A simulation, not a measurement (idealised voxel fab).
The name of this process module is voxel ribs on slabs.
Pictured: cross-section cut, 295 nm wide, on a grid of 5 nm square cells.
A cross-section in this document is a grid of square cells, and it is written down as bands, the top band listed before the ones below it; a band is made up of one or more rows of cells.
Band: top and bottom heights (nm) first, top before bottom; then materials from left to right, widths in nm. "all across" marks a sole material filling the band edge to edge. "blank" denotes empty space.
Convention: height 0 is the level below which the wafer, as received, is all one material. The lowest band does not terminate at the bottom but continues downward, represented as "0 down".
With a width like "30 to 40", each row of cells in the band differs from the next by the same amount, the top row carrying the first number and the bottom row the second.
No cell of the cross-section changed in a step that is given as "stayed the same".
In the "Closed cavity list" entry, you get each enclosed empty space of 8 cells or more, one with no open way to the top, written width x height at distance, distance from the left edge, in nm.
Step line, after settings: the simulator's comment on this step.
"overlay nm", when on a step's line for a step with a mask, measures how far to the right of its planned place the mask lay; a negative measure means to the left.

[Process steps - plan]
1. RECEIVE, material Si
2. DIRECTIONAL_DEP, material SiO2, thk nm 25
3. DIRECTIONAL_DEP, material SiN, thk nm 25
4. PATTERN, tone cover, mask id RIB, material resist, width nm 25, thk nm 20, overlay nm 0
5. DIRECTIONAL_ETCH, etch materials SiN, depth nm 15
6. STRIP, etch materials resist
7. MASKED_ETCH, tone cover, mask id SLAB, width nm 85, etch materials SiN, depth nm 10, overlay nm 0
8. FILL_DEP, material SiO2, thk nm 25
9. CMP, height nm 65
10. DIRECTIONAL_DEP, material TiN, thk nm 5
11. PATTERN, tone cover, mask id HEATER, material resist, width nm 35, thk nm 15, overlay nm 0
12. DIRECTIONAL_ETCH, etch materials TiN, depth nm 5
13. STRIP, etch materials resist
14. CONFORMAL_DEP, material SiN, thk nm 5
Heads up: all these wafers start the same, and what changes between them is the thk nm in step 14. The value you see in the plan is just what the first wafer got.

[Cross-section of the first of several received wafers, showing its state after step 1]
  0 down | Si all across
  Closed cavity list: none

[Post step 14, the closing step of the module: first of several wafers, cross-sectioned]
  75 to 70 | blank=125 / SiN=45 / blank=125
  70 to 65 | SiN=130 / TiN=35 / SiN=130
  65 to 50 | SiO2 all across
  50 to 35 | SiO2=135 / SiN=25 / SiO2=135
  35 to 25 | SiO2=105 / SiN=85 / SiO2=105
  25 to 0 | SiO2 all across
  0 down | Si all across
  Closed cavity list: none

[End of module, last wafer sectioned]
  90 to 85 | blank=110 / SiN=75 / blank=110
  85 to 70 | SiN all across
  70 to 65 | SiN=130 / TiN=35 / SiN=130
  65 to 50 | SiO2 all across
  50 to 35 | SiO2=135 / SiN=25 / SiO2=135
  35 to 25 | SiO2=105 / SiN=85 / SiO2=105
  25 to 0 | SiO2 all across
  0 down | Si all across
  Closed cavity list: none

[The rows of the table below are wafers. Looking at the end of the module, a row counts, for every material, the cells the wafer has gained, shown as (+), or lost, shown as (-), since it was received; its closed voids come next]
thk nm 5; +110 SiN; +718 SiO2; +7 TiN; Closed cavity list: none
thk nm 10; +171 SiN; +718 SiO2; +7 TiN; Closed cavity list: none
thk nm 15; +232 SiN; +718 SiO2; +7 TiN; Closed cavity list: none
thk nm 20; +293 SiN; +718 SiO2; +7 TiN; Closed cavity list: none
